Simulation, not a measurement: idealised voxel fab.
process module | voxel wiring stack
cross-section cut | 155 nm wide | cells 5 nm
A cross-section is a grid of square cells, given in bands from the top down. A band is one or more rows of cells.
Each band's line starts with the height of the band's top and of its bottom, in nm. Then come its materials from left to right, each with its width in nm. One material with "throughout" fills the band from edge to edge. "air" is empty space.
Height 0 is the level under which the wafer as received is all one material. The lowest band goes on downwards, as in "0 down".
A width such as "30 to 40" changes by the same amount from each row of cells to the next, from the band's top row to its bottom row.
"no change" after a step means that no cell of the cross-section changed.
closed voids: empty space of 8 cells or more with no open way to the top, each as width x height at its distance from the left edge, in nm
after a step's settings: what the simulator itself notes on the step
overlay nm, on a step with a mask: how far to the right of its planned place the mask lay; to the left if negative
plan
1 op RECEIVE | material Si
2 op CONFORMAL_DEP | material SiO2 | thk nm 10
3 op DIRECTIONAL_DEP | material TiN | thk nm 5
4 op DIRECTIONAL_DEP | material Ru | thk nm 25
5 op DIRECTIONAL_DEP | material aC | thk nm 15
6 op PATTERN | tone cover | mask id METAL_1 | material resist | width nm 20 | pitch nm 50 | thk nm 35 | overlay nm 0
7 op DIRECTIONAL_ETCH | etch materials aC | depth nm 15
8 op STRIP | etch materials resist
9 op DIRECTIONAL_ETCH | etch materials Ru | depth nm 25
10 op DIRECTIONAL_ETCH | etch materials TiN | depth nm 5
11 op STRIP | etch materials aC
12 op CONFORMAL_DEP | material SiCN | thk nm 5
13 op FILL_DEP | material SiO2 | thk nm 10
14 op CMP | height nm 40
15 op CONFORMAL_DEP | material SiCN | thk nm 5
16 op DIRECTIONAL_DEP | material SiO2 | thk nm 30
17 op MASKED_ETCH | tone open | mask id METAL_2 | width nm 20 | pitch nm 50 | etch materials SiO2 | depth nm 20 | overlay nm 0
18 op PATTERN | tone open | mask id METAL_2_HOLES | material resist | width nm 15 | pitch nm 100 | thk nm 20 | overlay nm 0
19 op DIRECTIONAL_ETCH | etch materials SiO2 | depth nm 10
20 op DIRECTIONAL_ETCH | etch materials SiCN | depth nm 5
21 op STRIP | etch materials resist
22 op CONFORMAL_DEP | material TiN | thk nm 5
23 op FILL_DEP | material Cu | thk nm 10
24 op CMP | height nm 75
25 op CONFORMAL_DEP | material SiCN | thk nm 5
first wafer, as planned
as received, after step 1
  0 down: Si throughout
  closed voids: none
after step 2
  10 to 0: SiO2 throughout
  below 0: unchanged
after step 3
  15 to 10: TiN throughout
  below 10: unchanged
after step 4
  40 to 15: Ru throughout
  below 15: unchanged
after step 5
  55 to 40: aC throughout
  below 40: unchanged
after step 6
  90 to 55: air 15 | resist 20 | air 30 | resist 20 | air 30 | resist 20 | air 20
  below 55: unchanged
after step 7
  75 to 55: air 15 | resist 20 | air 30 | resist 20 | air 30 | resist 20 | air 20
  55 to 40: air 15 | aC 20 | air 30 | aC 20 | air 30 | aC 20 | air 20
  below 40: unchanged
after step 8
  55 to 40: air 15 | aC 20 | air 30 | aC 20 | air 30 | aC 20 | air 20
  below 40: unchanged
after step 9
  55 to 40: air 15 | aC 20 | air 30 | aC 20 | air 30 | aC 20 | air 20
  40 to 15: air 15 | Ru 20 | air 30 | Ru 20 | air 30 | Ru 20 | air 20
  below 15: unchanged
after step 10
  55 to 40: air 15 | aC 20 | air 30 | aC 20 | air 30 | aC 20 | air 20
  40 to 15: air 15 | Ru 20 | air 30 | Ru 20 | air 30 | Ru 20 | air 20
  15 to 10: air 15 | TiN 20 | air 30 | TiN 20 | air 30 | TiN 20 | air 20
  below 10: unchanged
after step 11
  40 to 15: air 15 | Ru 20 | air 30 | Ru 20 | air 30 | Ru 20 | air 20
  below 15: unchanged
after step 12
  45 to 40: air 10 | SiCN 30 | air 20 | SiCN 30 | air 20 | SiCN 30 | air 15
  40 to 15: air 10 | SiCN 5 | Ru 20 | SiCN 5 | air 20 | SiCN 5 | Ru 20 | SiCN 5 | air 20 | SiCN 5 | Ru 20 | SiCN 5 | air 15
  15 to 10: SiCN 15 | TiN 20 | SiCN 30 | TiN 20 | SiCN 30 | TiN 20 | SiCN 20
  below 10: unchanged
after step 13
  55 to 45: SiO2 throughout
  45 to 40: SiO2 10 | SiCN 30 | SiO2 20 | SiCN 30 | SiO2 20 | SiCN 30 | SiO2 15
  40 to 15: SiO2 10 | SiCN 5 | Ru 20 | SiCN 5 | SiO2 20 | SiCN 5 | Ru 20 | SiCN 5 | SiO2 20 | SiCN 5 | Ru 20 | SiCN 5 | SiO2 15
  below 15: unchanged
after step 14
  40 to 15: SiO2 10 | SiCN 5 | Ru 20 | SiCN 5 | SiO2 20 | SiCN 5 | Ru 20 | SiCN 5 | SiO2 20 | SiCN 5 | Ru 20 | SiCN 5 | SiO2 15
  below 15: unchanged
after step 15
  45 to 40: SiCN throughout
  below 40: unchanged
after step 16
  75 to 45: SiO2 throughout
  below 45: unchanged
after step 17
  75 to 55: SiO2 15 | air 20 | SiO2 30 | air 20 | SiO2 30 | air 20 | SiO2 20
  below 55: unchanged
after step 18
  95 to 75: resist 15 | air 15 | resist 85 | air 15 | resist 25
  75 to 55: SiO2 15 | air 15 | resist 5 | SiO2 30 | resist 20 | SiO2 30 | air 15 | resist 5 | SiO2 20
  below 55: unchanged
after step 19
  95 to 75: resist 15 | air 15 | resist 85 | air 15 | resist 25
  75 to 55: SiO2 15 | air 15 | resist 5 | SiO2 30 | resist 20 | SiO2 30 | air 15 | resist 5 | SiO2 20
  55 to 45: SiO2 15 | air 15 | SiO2 85 | air 15 | SiO2 25
  below 45: unchanged
after step 20
  95 to 75: resist 15 | air 15 | resist 85 | air 15 | resist 25
  75 to 55: SiO2 15 | air 15 | resist 5 | SiO2 30 | resist 20 | SiO2 30 | air 15 | resist 5 | SiO2 20
  55 to 45: SiO2 15 | air 15 | SiO2 85 | air 15 | SiO2 25
  45 to 40: SiCN 15 | air 15 | SiCN 85 | air 15 | SiCN 25
  below 40: unchanged
after step 21
  75 to 55: SiO2 15 | air 20 | SiO2 30 | air 20 | SiO2 30 | air 20 | SiO2 20
  below 55: unchanged
after step 22
  80 to 75: TiN 20 | air 10 | TiN 40 | air 10 | TiN 40 | air 10 | TiN 25
  75 to 60: SiO2 15 | TiN 5 | air 10 | TiN 5 | SiO2 30 | TiN 5 | air 10 | TiN 5 | SiO2 30 | TiN 5 | air 10 | TiN 5 | SiO2 20
  60 to 55: SiO2 15 | TiN 5 | air 5 | TiN 10 | SiO2 30 | TiN 20 | SiO2 30 | TiN 5 | air 5 | TiN 10 | SiO2 20
  55 to 45: SiO2 15 | TiN 5 | air 5 | TiN 5 | SiO2 85 | TiN 5 | air 5 | TiN 5 | SiO2 25
  45 to 40: SiCN 15 | TiN 15 | SiCN 85 | TiN 15 | SiCN 25
  below 40: unchanged
after step 23
  90 to 80: Cu throughout
  80 to 75: TiN 20 | Cu 10 | TiN 40 | Cu 10 | TiN 40 | Cu 10 | TiN 25
  75 to 60: SiO2 15 | TiN 5 | Cu 10 | TiN 5 | SiO2 30 | TiN 5 | Cu 10 | TiN 5 | SiO2 30 | TiN 5 | Cu 10 | TiN 5 | SiO2 20
  60 to 55: SiO2 15 | TiN 5 | Cu 5 | TiN 10 | SiO2 30 | TiN 20 | SiO2 30 | TiN 5 | Cu 5 | TiN 10 | SiO2 20
  55 to 45: SiO2 15 | TiN 5 | Cu 5 | TiN 5 | SiO2 85 | TiN 5 | Cu 5 | TiN 5 | SiO2 25
  below 45: unchanged
after step 24
  75 to 60: SiO2 15 | TiN 5 | Cu 10 | TiN 5 | SiO2 30 | TiN 5 | Cu 10 | TiN 5 | SiO2 30 | TiN 5 | Cu 10 | TiN 5 | SiO2 20
  below 60: unchanged
after step 25
  80 to 75: SiCN throughout
  below 75: unchanged
second wafer: like start, like plan, one mistake. Through step 1 it matches the first wafer
when step 2 should have ended
  5 to 0: TiN throughout
  below 0: unchanged
when step 3 should have ended
  15 to 5: SiO2 throughout
  below 5: unchanged
when step 4 should have ended
  40 to 15: Ru throughout
  below 15: unchanged
when step 5 should have ended
  55 to 40: aC throughout
  below 40: unchanged
when step 6 should have ended
  90 to 55: air 15 | resist 20 | air 30 | resist 20 | air 30 | resist 20 | air 20
  below 55: unchanged
when step 7 should have ended
  75 to 55: air 15 | resist 20 | air 30 | resist 20 | air 30 | resist 20 | air 20
  55 to 40: air 15 | aC 20 | air 30 | aC 20 | air 30 | aC 20 | air 20
  below 40: unchanged
when step 8 should have ended
  55 to 40: air 15 | aC 20 | air 30 | aC 20 | air 30 | aC 20 | air 20
  below 40: unchanged
when step 9 should have ended
  55 to 40: air 15 | aC 20 | air 30 | aC 20 | air 30 | aC 20 | air 20
  40 to 15: air 15 | Ru 20 | air 30 | Ru 20 | air 30 | Ru 20 | air 20
  below 15: unchanged
when step 10 should have ended: no change
when step 11 should have ended
  40 to 15: air 15 | Ru 20 | air 30 | Ru 20 | air 30 | Ru 20 | air 20
  below 15: unchanged
when step 12 should have ended
  45 to 40: air 10 | SiCN 30 | air 20 | SiCN 30 | air 20 | SiCN 30 | air 15
  40 to 20: air 10 | SiCN 5 | Ru 20 | SiCN 5 | air 20 | SiCN 5 | Ru 20 | SiCN 5 | air 20 | SiCN 5 | Ru 20 | SiCN 5 | air 15
  20 to 15: SiCN 15 | Ru 20 | SiCN 30 | Ru 20 | SiCN 30 | Ru 20 | SiCN 20
  below 15: unchanged
when step 13 should have ended
  55 to 45: SiO2 throughout
  45 to 40: SiO2 10 | SiCN 30 | SiO2 20 | SiCN 30 | SiO2 20 | SiCN 30 | SiO2 15
  40 to 20: SiO2 10 | SiCN 5 | Ru 20 | SiCN 5 | SiO2 20 | SiCN 5 | Ru 20 | SiCN 5 | SiO2 20 | SiCN 5 | Ru 20 | SiCN 5 | SiO2 15
  below 20: unchanged
when step 14 should have ended
  40 to 20: SiO2 10 | SiCN 5 | Ru 20 | SiCN 5 | SiO2 20 | SiCN 5 | Ru 20 | SiCN 5 | SiO2 20 | SiCN 5 | Ru 20 | SiCN 5 | SiO2 15
  below 20: unchanged
when step 15 should have ended
  45 to 40: SiCN throughout
  below 40: unchanged
when step 16 should have ended
  75 to 45: SiO2 throughout
  below 45: unchanged
when step 17 should have ended
  75 to 55: SiO2 15 | air 20 | SiO2 30 | air 20 | SiO2 30 | air 20 | SiO2 20
  below 55: unchanged
when step 18 should have ended
  95 to 75: resist 15 | air 15 | resist 85 | air 15 | resist 25
  75 to 55: SiO2 15 | air 15 | resist 5 | SiO2 30 | resist 20 | SiO2 30 | air 15 | resist 5 | SiO2 20
  below 55: unchanged
when step 19 should have ended
  95 to 75: resist 15 | air 15 | resist 85 | air 15 | resist 25
  75 to 55: SiO2 15 | air 15 | resist 5 | SiO2 30 | resist 20 | SiO2 30 | air 15 | resist 5 | SiO2 20
  55 to 45: SiO2 15 | air 15 | SiO2 85 | air 15 | SiO2 25
  below 45: unchanged
when step 20 should have ended
  95 to 75: resist 15 | air 15 | resist 85 | air 15 | resist 25
  75 to 55: SiO2 15 | air 15 | resist 5 | SiO2 30 | resist 20 | SiO2 30 | air 15 | resist 5 | SiO2 20
  55 to 45: SiO2 15 | air 15 | SiO2 85 | air 15 | SiO2 25
  45 to 40: SiCN 15 | air 15 | SiCN 85 | air 15 | SiCN 25
  below 40: unchanged
when step 21 should have ended
  75 to 55: SiO2 15 | air 20 | SiO2 30 | air 20 | SiO2 30 | air 20 | SiO2 20
  below 55: unchanged
when step 22 should have ended
  80 to 75: TiN 20 | air 10 | TiN 40 | air 10 | TiN 40 | air 10 | TiN 25
  75 to 60: SiO2 15 | TiN 5 | air 10 | TiN 5 | SiO2 30 | TiN 5 | air 10 | TiN 5 | SiO2 30 | TiN 5 | air 10 | TiN 5 | SiO2 20
  60 to 55: SiO2 15 | TiN 5 | air 5 | TiN 10 | SiO2 30 | TiN 20 | SiO2 30 | TiN 5 | air 5 | TiN 10 | SiO2 20
  55 to 45: SiO2 15 | TiN 5 | air 5 | TiN 5 | SiO2 85 | TiN 5 | air 5 | TiN 5 | SiO2 25
  45 to 40: SiCN 15 | TiN 15 | SiCN 85 | TiN 15 | SiCN 25
  below 40: unchanged
when step 23 should have ended
  90 to 80: Cu throughout
  80 to 75: TiN 20 | Cu 10 | TiN 40 | Cu 10 | TiN 40 | Cu 10 | TiN 25
  75 to 60: SiO2 15 | TiN 5 | Cu 10 | TiN 5 | SiO2 30 | TiN 5 | Cu 10 | TiN 5 | SiO2 30 | TiN 5 | Cu 10 | TiN 5 | SiO2 20
  60 to 55: SiO2 15 | TiN 5 | Cu 5 | TiN 10 | SiO2 30 | TiN 20 | SiO2 30 | TiN 5 | Cu 5 | TiN 10 | SiO2 20
  55 to 45: SiO2 15 | TiN 5 | Cu 5 | TiN 5 | SiO2 85 | TiN 5 | Cu 5 | TiN 5 | SiO2 25
  below 45: unchanged
when step 24 should have ended
  75 to 60: SiO2 15 | TiN 5 | Cu 10 | TiN 5 | SiO2 30 | TiN 5 | Cu 10 | TiN 5 | SiO2 30 | TiN 5 | Cu 10 | TiN 5 | SiO2 20
  below 60: unchanged
when step 25 should have ended
  80 to 75: SiCN throughout
  below 75: unchanged
what went wrong: steps 2 and 3 were swapped
at the end the second wafer has, in cells: 6 fewer of SiCN | 13 fewer of SiO2 | 19 more of TiN
